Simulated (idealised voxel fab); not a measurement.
process module | voxel self aligned vias
cross-section cut | 145 nm wide | cells 5 nm
A cross-section is a grid of square cells, given in bands from the top down. A band is one or more rows of cells.
Each band's line starts with the height of the band's top and of its bottom, in nm. Then come its materials from left to right, each with its width in nm. One material with "throughout" fills the band from edge to edge. "air" is empty space.
Height 0 is the level under which the wafer as received is all one material. The lowest band goes on downwards, as in "0 down".
A width such as "30 to 40" changes by the same amount from each row of cells to the next, from the band's top row to its bottom row.
"no change" after a step means that no cell of the cross-section changed.
closed voids: empty space of 8 cells or more with no open way to the top, each as width x height at its distance from the left edge, in nm
after a step's settings: what the simulator itself notes on the step
overlay nm, on a step with a mask: how far to the right of its planned place the mask lay; to the left if negative
plan
1 op RECEIVE | material Si
2 op CONFORMAL_DEP | material SiO2 | thk nm 10
3 op CONFORMAL_DEP | material SiCN | thk nm 5
4 op DIRECTIONAL_DEP | material SiO2 | thk nm 20
5 op MASKED_ETCH | tone open | mask id LINES | width nm 20 | pitch nm 45 | etch materials SiO2 | depth nm 20 | overlay nm 0
6 op CONFORMAL_DEP | material TiN | thk nm 5
7 op FILL_DEP | material W | thk nm 5
8 op CMP | height nm 35
9 op SELECTIVE_ETCH | etch materials W Ru TiN | depth nm 10
10 op FILL_DEP | material SiN | thk nm 10
11 op CMP | height nm 35
12 op DIRECTIONAL_DEP | material SiO2 | thk nm 15
13 op PATTERN | tone open | mask id VIAS | material resist | width nm 30 | thk nm 20 | overlay nm 0
14 op DIRECTIONAL_ETCH | etch materials SiO2 | depth nm 15
15 op DIRECTIONAL_ETCH | etch materials SiN | depth nm 10
16 op STRIP | etch materials resist
17 op CONFORMAL_DEP | material TiN | thk nm 5
18 op FILL_DEP | material W | thk nm 5
19 op CMP | height nm 50
20 op CONFORMAL_DEP | material SiCN | thk nm 5
as received, after step 1
  0 down: Si throughout
  closed voids: none
a wafer at the end: this start, this plan, one mistake
  55 to 50: SiCN throughout
  50 to 35: SiO2 35 | TiN 5 | W 20 | TiN 5 | SiO2 80
  35 to 30: SiO2 35 | TiN 5 | W 20 | TiN 5 | SiO2 20 | SiN 20 | SiO2 40
  30 to 25: SiO2 35 | TiN 30 | SiO2 20 | SiN 20 | SiO2 40
  25 to 20: SiO2 40 | TiN 5 | W 10 | TiN 5 | SiO2 25 | TiN 5 | W 10 | TiN 5 | SiO2 40
  20 to 15: SiO2 40 | TiN 20 | SiO2 25 | TiN 20 | SiO2 40
  15 to 10: SiCN throughout
  10 to 0: SiO2 throughout
  0 down: Si throughout
  closed voids: none
what went wrong: step 14 ran as: op DIRECTIONAL_ETCH | etch materials SiO2 | depth nm 25
